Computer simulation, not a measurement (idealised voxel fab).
Name of the process module below: voxel released beams
For reference, the cross-section in this document is cut, with width 295 nm and square cells of 5 nm.
Just so we're on the same page, the cross-sections are grids of square cells, and they're listed out in bands top to bottom, each band one or more rows deep.
Basically the band line says how high the top is and how high the bottom is, in nm, and then what's in it from left to right, every material with its width in nm. Empty space shows up as "empty", and if a single material carries "all across" it runs the full band edge to edge.
Convention: height 0 is the level below which the wafer, as received, is all one material. The lowest band does not terminate at the bottom but continues downward, represented as "z 0 and below".
A width given as "30..40" starts at the first number in the band's top row and ends at the second number in its bottom row, shifting by an equal amount at every step from row to row.
"identical to before" -> step changed no cross-section cell.
"Enclosed void inventory" specifies each empty space that is not open to the top and that occupies no fewer than 8 cells, using the form width x height at distance, the distance measured from the left edge and all three quantities in nm.
Anything after a step's settings on that line? It's the simulator's own note about the step.
The optional step-line setting "overlay nm" applies to steps with a mask and quantifies how far to the right of its planned location the mask lay, a negative value indicating leftward placement.
These are the steps we planned for the process
1: RECEIVE [material Si]
2: CONFORMAL_DEP [material Al2O3] [thk nm 10]
3: DIRECTIONAL_DEP [material SiO2] [thk nm 15]
4: PATTERN [tone open] [mask id ANCHOR] [material resist] [width nm 35] [thk nm 20] [overlay nm 0]
5: DIRECTIONAL_ETCH [etch materials SiO2] [depth nm 15]
6: STRIP [etch materials resist]
7: CONFORMAL_DEP [material SiN] [thk nm 15]
8: DIRECTIONAL_DEP [material aC] [thk nm 15]
9: PATTERN [tone cover] [mask id BEAM] [material resist] [width nm 105] [thk nm 30] [overlay nm 0]
10: DIRECTIONAL_ETCH [etch materials aC] [depth nm 15]
11: STRIP [etch materials resist]
12: DIRECTIONAL_ETCH [etch materials SiN] [depth nm 15]
13: STRIP [etch materials aC]
14: STRIP [etch materials SiO2]
It is noted that the wafers described herein are identical at the outset and are distinguished by the width nm of step 9; the value stated in the plan corresponds to the first wafer.
Received condition of the first of several wafers, sectioned: post-step 1
> z 0 and below | Si all across
> Enclosed void inventory: none
Wafer rows, end of module: cells per material gained (+) or lost (-) since receipt; closed voids last
width nm 105, +118 Al2O3, +81 SiN, Enclosed void inventory: none
width nm 110, +118 Al2O3, +84 SiN, Enclosed void inventory: none
width nm 115, +118 Al2O3, +87 SiN, Enclosed void inventory: none
width nm 120, +118 Al2O3, +90 SiN, Enclosed void inventory: none
width nm 125, +118 Al2O3, +93 SiN, Enclosed void inventory: none
width nm 130, +118 Al2O3, +96 SiN, Enclosed void inventory: none
